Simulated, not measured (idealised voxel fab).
voxel gate over fins: a process module
We display cut, a cross-section 295 nm in width whose square cells are each 5 nm.
A cross-section is a grid of square cells, given in bands from the top down. A band is one or more rows of cells.
The band entry comprises the height of the band's top followed by the height of its bottom, expressed in nm, and subsequently the band's materials from left to right, each stated together with its width in nm. Where a single material is marked with the word "everywhere", that material fills the band from edge to edge. The word "air" represents empty space.
Height reference: 0 = level under which incoming wafer is all one material. Lowest band: no bottom, runs on downward, e.g. "top 0, no bottom".
A width such as "30->40" changes by the same amount from each row of cells to the next, from the band's top row to its bottom row.
"remained unchanged" means the step left every cell of the cross-section as it was.
Heads up: "Cavities, sealed" only lists the empty pockets with no open path to the top that are 8 cells or more, and it writes them as width x height at distance, distance from the left edge, in nm.
Read whatever lies past the settings on a step's line as the simulator's own remark about the step.
overlay nm: how far to the right of its planned place the mask lay on this masked step (negative: to the left).
### plan
1) op RECEIVE | material Si
2) op CONFORMAL_DEP | material SiN | thk nm 10
3) op DIRECTIONAL_DEP | material aC | thk nm 15
4) op PATTERN | tone cover | mask id FINS | material resist | width nm 15 | pitch nm 60 | thk nm 30 | overlay nm 0
5) op DIRECTIONAL_ETCH | etch materials aC | depth nm 15
6) op STRIP | etch materials resist
7) op DIRECTIONAL_ETCH | etch materials SiN | depth nm 10
8) op DIRECTIONAL_ETCH | etch materials Si | depth nm 35
9) op STRIP | etch materials aC
10) op FILL_DEP | material SiO2 | thk nm 15
11) op CMP | height nm 10
12) op DIRECTIONAL_DEP | material aC | thk nm 15
13) op PATTERN | tone open | mask id RAIL | material resist | width nm 15 | thk nm 30 | overlay nm 0
14) op DIRECTIONAL_ETCH | etch materials aC | depth nm 15
15) op STRIP | etch materials resist
16) op DIRECTIONAL_ETCH | etch materials SiO2 | depth nm 40
17) op STRIP | etch materials aC
18) op CONFORMAL_DEP | material TiN | thk nm 5
19) op FILL_DEP | material W | thk nm 10
20) op CMP | height nm 10
21) op SELECTIVE_ETCH | etch materials W Ru TiN | depth nm 25
22) op FILL_DEP | material SiO2 | thk nm 5
23) op CMP | height nm 10
24) op SELECTIVE_ETCH | etch materials SiO2 | depth nm 20
25) op STRIP | etch materials SiN
26) op CONFORMAL_DEP | material HfO2 | thk nm 5
27) op CONFORMAL_DEP | material TiN | thk nm 5
28) op CONFORMAL_DEP | material TiAl | thk nm 5
29) op CONFORMAL_DEP | material TiN | thk nm 5
30) op FILL_DEP | material W | thk nm 10
31) op CMP | height nm 25
32) op CONFORMAL_DEP | material SiCN | thk nm 5
### Of two wafers, the first: run according to plan
### Cross-section, incoming material, after step 1
top 0, no bottom  Si everywhere
Cavities, sealed: none
### Wafer section view after processing step 2
top 10, bottom 0  SiN everywhere
Heights below 0 show no change.
### Wafer section view after processing step 3
top 25, bottom 10  aC everywhere
Heights below 10 show no change.
### Wafer section view after processing step 4
top 55, bottom 25  air=110 / resist=15 / air=45 / resist=15 / air=110
Heights below 25 show no change.
### Wafer section view after processing step 5
top 40, bottom 25  air=110 / resist=15 / air=45 / resist=15 / air=110
top 25, bottom 10  air=110 / aC=15 / air=45 / aC=15 / air=110
Heights below 10 show no change.
### Wafer section view after processing step 6
top 25, bottom 10  air=110 / aC=15 / air=45 / aC=15 / air=110
Heights below 10 show no change.
### Wafer section view after processing step 7
top 25, bottom 10  air=110 / aC=15 / air=45 / aC=15 / air=110
top 10, bottom 0  air=110 / SiN=15 / air=45 / SiN=15 / air=110
Heights below 0 show no change.
### Wafer section view after processing step 8
top 25, bottom 10  air=110 / aC=15 / air=45 / aC=15 / air=110
top 10, bottom 0  air=110 / SiN=15 / air=45 / SiN=15 / air=110
top 0, bottom -35  air=110 / Si=15 / air=45 / Si=15 / air=110
Heights below -35 show no change.
### Wafer section view after processing step 9
top 10, bottom 0  air=110 / SiN=15 / air=45 / SiN=15 / air=110
Heights below 0 show no change.
### Wafer section view after processing step 10
top 25, bottom 10  SiO2 everywhere
top 10, bottom 0  SiO2=110 / SiN=15 / SiO2=45 / SiN=15 / SiO2=110
top 0, bottom -35  SiO2=110 / Si=15 / SiO2=45 / Si=15 / SiO2=110
Heights below -35 show no change.
### Wafer section view after processing step 11
top 10, bottom 0  SiO2=110 / SiN=15 / SiO2=45 / SiN=15 / SiO2=110
Heights below 0 show no change.
### Wafer section view after processing step 12
top 25, bottom 10  aC everywhere
Heights below 10 show no change.
### Wafer section view after processing step 13
top 55, bottom 25  resist=140 / air=15 / resist=140
Heights below 25 show no change.
### Wafer section view after processing step 14
top 40, bottom 25  resist=140 / air=15 / resist=140
top 25, bottom 10  aC=140 / air=15 / aC=140
Heights below 10 show no change.
### Wafer section view after processing step 15
top 25, bottom 10  aC=140 / air=15 / aC=140
Heights below 10 show no change.
### Wafer section view after processing step 16
top 25, bottom 10  aC=140 / air=15 / aC=140
top 10, bottom 0  SiO2=110 / SiN=15 / SiO2=15 / air=15 / SiO2=15 / SiN=15 / SiO2=110
top 0, bottom -30  SiO2=110 / Si=15 / SiO2=15 / air=15 / SiO2=15 / Si=15 / SiO2=110
Heights below -30 show no change.
### Wafer section view after processing step 17
top 10, bottom 0  SiO2=110 / SiN=15 / SiO2=15 / air=15 / SiO2=15 / SiN=15 / SiO2=110
Heights below 0 show no change.
### Wafer section view after processing step 18
top 15, bottom 10  TiN=145 / air=5 / TiN=145
top 10, bottom 0  SiO2=110 / SiN=15 / SiO2=15 / TiN=5 / air=5 / TiN=5 / SiO2=15 / SiN=15 / SiO2=110
top 0, bottom -25  SiO2=110 / Si=15 / SiO2=15 / TiN=5 / air=5 / TiN=5 / SiO2=15 / Si=15 / SiO2=110
top -25, bottom -30  SiO2=110 / Si=15 / SiO2=15 / TiN=15 / SiO2=15 / Si=15 / SiO2=110
Heights below -30 show no change.
### Wafer section view after processing step 19
top 25, bottom 15  W everywhere
top 15, bottom 10  TiN=145 / W=5 / TiN=145
top 10, bottom 0  SiO2=110 / SiN=15 / SiO2=15 / TiN=5 / W=5 / TiN=5 / SiO2=15 / SiN=15 / SiO2=110
top 0, bottom -25  SiO2=110 / Si=15 / SiO2=15 / TiN=5 / W=5 / TiN=5 / SiO2=15 / Si=15 / SiO2=110
Heights below -25 show no change.
### Wafer section view after processing step 20
top 10, bottom 0  SiO2=110 / SiN=15 / SiO2=15 / TiN=5 / W=5 / TiN=5 / SiO2=15 / SiN=15 / SiO2=110
Heights below 0 show no change.
### Wafer section view after processing step 21
top 10, bottom 0  SiO2=110 / SiN=15 / SiO2=15 / air=15 / SiO2=15 / SiN=15 / SiO2=110
top 0, bottom -15  SiO2=110 / Si=15 / SiO2=15 / air=15 / SiO2=15 / Si=15 / SiO2=110
Heights below -15 show no change.
### Wafer section view after processing step 22
top 15, bottom 10  SiO2 everywhere
top 10, bottom 0  SiO2=110 / SiN=15 / SiO2=45 / SiN=15 / SiO2=110
top 0, bottom -15  SiO2=110 / Si=15 / SiO2=45 / Si=15 / SiO2=110
Heights below -15 show no change.
### Wafer section view after processing step 23
top 10, bottom 0  SiO2=110 / SiN=15 / SiO2=45 / SiN=15 / SiO2=110
Heights below 0 show no change.
### Wafer section view after processing step 24
top 10, bottom 0  air=110 / SiN=15 / air=45 / SiN=15 / air=110
top 0, bottom -10  air=110 / Si=15 / air=45 / Si=15 / air=110
Heights below -10 show no change.
### Wafer section view after processing step 25
top 0, bottom -10  air=110 / Si=15 / air=45 / Si=15 / air=110
Heights below -10 show no change.
### Wafer section view after processing step 26
top 5, bottom 0  air=105 / HfO2=25 / air=35 / HfO2=25 / air=105
top 0, bottom -5  air=105 / HfO2=5 / Si=15 / HfO2=5 / air=35 / HfO2=5 / Si=15 / HfO2=5 / air=105
top -5, bottom -10  HfO2=110 / Si=15 / HfO2=45 / Si=15 / HfO2=110
Heights below -10 show no change.
### Wafer section view after processing step 27
top 10, bottom 5  air=100 / TiN=35 / air=25 / TiN=35 / air=100
top 5, bottom 0  air=100 / TiN=5 / HfO2=25 / TiN=5 / air=25 / TiN=5 / HfO2=25 / TiN=5 / air=100
top 0, bottom -5  TiN=105 / HfO2=5 / Si=15 / HfO2=5 / TiN=35 / HfO2=5 / Si=15 / HfO2=5 / TiN=105
Heights below -5 show no change.
### Wafer section view after processing step 28
top 15, bottom 10  air=95 / TiAl=45 / air=15 / TiAl=45 / air=95
top 10, bottom 5  air=95 / TiAl=5 / TiN=35 / TiAl=5 / air=15 / TiAl=5 / TiN=35 / TiAl=5 / air=95
top 5, bottom 0  TiAl=100 / TiN=5 / HfO2=25 / TiN=5 / TiAl=25 / TiN=5 / HfO2=25 / TiN=5 / TiAl=100
Heights below 0 show no change.
### Wafer section view after processing step 29
top 20, bottom 15  air=90 / TiN=55 / air=5 / TiN=55 / air=90
top 15, bottom 10  air=90 / TiN=5 / TiAl=45 / TiN=5 / air=5 / TiN=5 / TiAl=45 / TiN=5 / air=90
top 10, bottom 5  TiN=95 / TiAl=5 / TiN=35 / TiAl=5 / TiN=15 / TiAl=5 / TiN=35 / TiAl=5 / TiN=95
Heights below 5 show no change.
### Wafer section view after processing step 30
top 30, bottom 20  W everywhere
top 20, bottom 15  W=90 / TiN=55 / W=5 / TiN=55 / W=90
top 15, bottom 10  W=90 / TiN=5 / TiAl=45 / TiN=5 / W=5 / TiN=5 / TiAl=45 / TiN=5 / W=90
Heights below 10 show no change.
### Wafer section view after processing step 31
top 25, bottom 20  W everywhere
Heights below 20 show no change.
### Wafer section view after processing step 32
top 30, bottom 25  SiCN everywhere
Heights below 25 show no change.
### Second wafer. Start and plan as for the first. One mistake made in running. Agrees with the first up to and including step 7
### Second wafer, sectioned view, at step 8's planned end time
top 25, bottom 10  air=110 / aC=15 / air=45 / aC=15 / air=110
top 10, bottom 0  air=110 / SiN=15 / air=45 / SiN=15 / air=110
top 0, bottom -70  air=110 / Si=15 / air=45 / Si=15 / air=110
Heights below -70 show no change.
### Second wafer, sectioned view, at step 9's planned end time
top 10, bottom 0  air=110 / SiN=15 / air=45 / SiN=15 / air=110
Heights below 0 show no change.
### Second wafer, sectioned view, at step 10's planned end time
top 25, bottom 10  SiO2 everywhere
top 10, bottom 0  SiO2=110 / SiN=15 / SiO2=45 / SiN=15 / SiO2=110
top 0, bottom -70  SiO2=110 / Si=15 / SiO2=45 / Si=15 / SiO2=110
Heights below -70 show no change.
### Second wafer, sectioned view, at step 11's planned end time
top 10, bottom 0  SiO2=110 / SiN=15 / SiO2=45 / SiN=15 / SiO2=110
Heights below 0 show no change.
### Second wafer, sectioned view, at step 12's planned end time
top 25, bottom 10  aC everywhere
Heights below 10 show no change.
### Second wafer, sectioned view, at step 13's planned end time
top 55, bottom 25  resist=140 / air=15 / resist=140
Heights below 25 show no change.
### Second wafer, sectioned view, at step 14's planned end time
top 40, bottom 25  resist=140 / air=15 / resist=140
top 25, bottom 10  aC=140 / air=15 / aC=140
Heights below 10 show no change.
### Second wafer, sectioned view, at step 15's planned end time
top 25, bottom 10  aC=140 / air=15 / aC=140
Heights below 10 show no change.
### Second wafer, sectioned view, at step 16's planned end time
top 25, bottom 10  aC=140 / air=15 / aC=140
top 10, bottom 0  SiO2=110 / SiN=15 / SiO2=15 / air=15 / SiO2=15 / SiN=15 / SiO2=110
top 0, bottom -30  SiO2=110 / Si=15 / SiO2=15 / air=15 / SiO2=15 / Si=15 / SiO2=110
Heights below -30 show no change.
### Second wafer, sectioned view, at step 17's planned end time
top 10, bottom 0  SiO2=110 / SiN=15 / SiO2=15 / air=15 / SiO2=15 / SiN=15 / SiO2=110
Heights below 0 show no change.
### Second wafer, sectioned view, at step 18's planned end time
top 15, bottom 10  TiN=145 / air=5 / TiN=145
top 10, bottom 0  SiO2=110 / SiN=15 / SiO2=15 / TiN=5 / air=5 / TiN=5 / SiO2=15 / SiN=15 / SiO2=110
top 0, bottom -25  SiO2=110 / Si=15 / SiO2=15 / TiN=5 / air=5 / TiN=5 / SiO2=15 / Si=15 / SiO2=110
top -25, bottom -30  SiO2=110 / Si=15 / SiO2=15 / TiN=15 / SiO2=15 / Si=15 / SiO2=110
Heights below -30 show no change.
### Second wafer, sectioned view, at step 19's planned end time
top 25, bottom 15  W everywhere
top 15, bottom 10  TiN=145 / W=5 / TiN=145
top 10, bottom 0  SiO2=110 / SiN=15 / SiO2=15 / TiN=5 / W=5 / TiN=5 / SiO2=15 / SiN=15 / SiO2=110
top 0, bottom -25  SiO2=110 / Si=15 / SiO2=15 / TiN=5 / W=5 / TiN=5 / SiO2=15 / Si=15 / SiO2=110
Heights below -25 show no change.
### Second wafer, sectioned view, at step 20's planned end time
top 10, bottom 0  SiO2=110 / SiN=15 / SiO2=15 / TiN=5 / W=5 / TiN=5 / SiO2=15 / SiN=15 / SiO2=110
Heights below 0 show no change.
### Second wafer, sectioned view, at step 21's planned end time
top 10, bottom 0  SiO2=110 / SiN=15 / SiO2=15 / air=15 / SiO2=15 / SiN=15 / SiO2=110
top 0, bottom -15  SiO2=110 / Si=15 / SiO2=15 / air=15 / SiO2=15 / Si=15 / SiO2=110
Heights below -15 show no change.
### Second wafer, sectioned view, at step 22's planned end time
top 15, bottom 10  SiO2 everywhere
top 10, bottom 0  SiO2=110 / SiN=15 / SiO2=45 / SiN=15 / SiO2=110
top 0, bottom -15  SiO2=110 / Si=15 / SiO2=45 / Si=15 / SiO2=110
Heights below -15 show no change.
### Second wafer, sectioned view, at step 23's planned end time
top 10, bottom 0  SiO2=110 / SiN=15 / SiO2=45 / SiN=15 / SiO2=110
Heights below 0 show no change.
### Second wafer, sectioned view, at step 24's planned end time
top 10, bottom 0  air=110 / SiN=15 / air=45 / SiN=15 / air=110
top 0, bottom -10  air=110 / Si=15 / air=45 / Si=15 / air=110
Heights below -10 show no change.
### Second wafer, sectioned view, at step 25's planned end time
top 0, bottom -10  air=110 / Si=15 / air=45 / Si=15 / air=110
Heights below -10 show no change.
### Second wafer, sectioned view, at step 26's planned end time
top 5, bottom 0  air=105 / HfO2=25 / air=35 / HfO2=25 / air=105
top 0, bottom -5  air=105 / HfO2=5 / Si=15 / HfO2=5 / air=35 / HfO2=5 / Si=15 / HfO2=5 / air=105
top -5, bottom -10  HfO2=110 / Si=15 / HfO2=45 / Si=15 / HfO2=110
Heights below -10 show no change.
### Second wafer, sectioned view, at step 27's planned end time
top 10, bottom 5  air=100 / TiN=35 / air=25 / TiN=35 / air=100
top 5, bottom 0  air=100 / TiN=5 / HfO2=25 / TiN=5 / air=25 / TiN=5 / HfO2=25 / TiN=5 / air=100
top 0, bottom -5  TiN=105 / HfO2=5 / Si=15 / HfO2=5 / TiN=35 / HfO2=5 / Si=15 / HfO2=5 / TiN=105
Heights below -5 show no change.
### Second wafer, sectioned view, at step 28's planned end time
top 15, bottom 10  air=95 / TiAl=45 / air=15 / TiAl=45 / air=95
top 10, bottom 5  air=95 / TiAl=5 / TiN=35 / TiAl=5 / air=15 / TiAl=5 / TiN=35 / TiAl=5 / air=95
top 5, bottom 0  TiAl=100 / TiN=5 / HfO2=25 / TiN=5 / TiAl=25 / TiN=5 / HfO2=25 / TiN=5 / TiAl=100
Heights below 0 show no change.
### Second wafer, sectioned view, at step 29's planned end time
top 20, bottom 15  air=90 / TiN=55 / air=5 / TiN=55 / air=90
top 15, bottom 10  air=90 / TiN=5 / TiAl=45 / TiN=5 / air=5 / TiN=5 / TiAl=45 / TiN=5 / air=90
top 10, bottom 5  TiN=95 / TiAl=5 / TiN=35 / TiAl=5 / TiN=15 / TiAl=5 / TiN=35 / TiAl=5 / TiN=95
Heights below 5 show no change.
### Second wafer, sectioned view, at step 30's planned end time
top 30, bottom 20  W everywhere
top 20, bottom 15  W=90 / TiN=55 / W=5 / TiN=55 / W=90
top 15, bottom 10  W=90 / TiN=5 / TiAl=45 / TiN=5 / W=5 / TiN=5 / TiAl=45 / TiN=5 / W=90
Heights below 10 show no change.
### Second wafer, sectioned view, at step 31's planned end time
top 25, bottom 20  W everywhere
Heights below 20 show no change.
### Second wafer, sectioned view, at step 32's planned end time
top 30, bottom 25  SiCN everywhere
Heights below 25 show no change.
In executing the process, a mistake was made relative to the plan: step 8 from the plan got run twice
Per the end-of-run cell counts, the second wafer holds more or fewer of some materials than the first: Si: 371 fewer, SiO2: 371 more
